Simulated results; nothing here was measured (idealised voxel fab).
A process module follows: voxel ribs on slabs.
Section shown: cut. Width: 285 nm. Cell size: 5 nm, square.
Format of a cross-section: grid, square cells. Given as bands. Order: top down. Band: one or more rows of cells. Look at the band entry: it leads with the top's height and the bottom's height in nm. Then it lists the materials left to right, with a width in nm for each. The word "all across" on a single material says that material fills the band edge to edge. The word "empty" is empty space. Zero point of the height axis is 0; under it, received wafer = one material. Lowest band: continues down indefinitely, "0 -> down". Think of "30..40" as a width that walks from the first number to the second as you go down the band, top row to bottom row, taking equal-sized steps from row to row. Given "same as before" for a step, no cell of the cross-section differs between before and after that step. You'll see "Sealed cavities" listing empty spaces that have no way open to the top, as long as they're 8 cells or more; the notation is width x height at distance, where the distance is from the left edge, and all of it is in nm. Past the settings on a step's line: simulator remark, on that step. overlay nm: right-of-plan distance of the mask on a masked step; negative values mean left-of-plan.
List of planned process steps
- 1: RECEIVE with material Si
- 2: DIRECTIONAL_DEP with material SiO2, thk nm 20
- 3: DIRECTIONAL_DEP with material polySi, thk nm 15
- 4: MASKED_ETCH with tone cover, mask id RIB, width nm 20, etch materials polySi, depth nm 5, overlay nm 0
- 5: DIRECTIONAL_DEP with material aC, thk nm 10
- 6: PATTERN with tone cover, mask id SLAB, material resist, width nm 50, thk nm 25, overlay nm 0
- 7: DIRECTIONAL_ETCH with etch materials aC, depth nm 10
- 8: STRIP with etch materials resist
- 9: DIRECTIONAL_ETCH with etch materials polySi, depth nm 10
- 10: STRIP with etch materials aC
- 11: FILL_DEP with material SiO2, thk nm 20
- 12: CMP with height nm 45
- 13: DIRECTIONAL_DEP with material TiN, thk nm 5
- 14: PATTERN with tone cover, mask id HEATER, material resist, width nm 30, thk nm 20, overlay nm 0
- 15: DIRECTIONAL_ETCH with etch materials TiN, depth nm 5
- 16: STRIP with etch materials resist
- 17: CONFORMAL_DEP with material SiO2, thk nm 10
Cross-section: wafer on arrival = after step 1
> 0 -> down | Si all across
> Sealed cavities: none
What the wafer looks like in cross-section after this module, when it starts as shown above and follows the plan above but one mistake is made in running it
> 60 -> 55 | empty=110, SiO2=50, empty=125
> 55 -> 50 | SiO2 all across
> 50 -> 45 | SiO2=120, TiN=30, SiO2=135
> 45 -> 35 | SiO2 all across
> 35 -> 30 | SiO2=130, polySi=20, SiO2=135
> 30 -> 20 | SiO2=115, polySi=50, SiO2=120
> 20 -> 0 | SiO2 all across
> 0 -> down | Si all across
> Sealed cavities: none
What was the processing mistake? contrary to plan, step 14 was performed as PATTERN with tone cover, mask id HEATER, material resist, width nm 30, thk nm 20, overlay nm -5
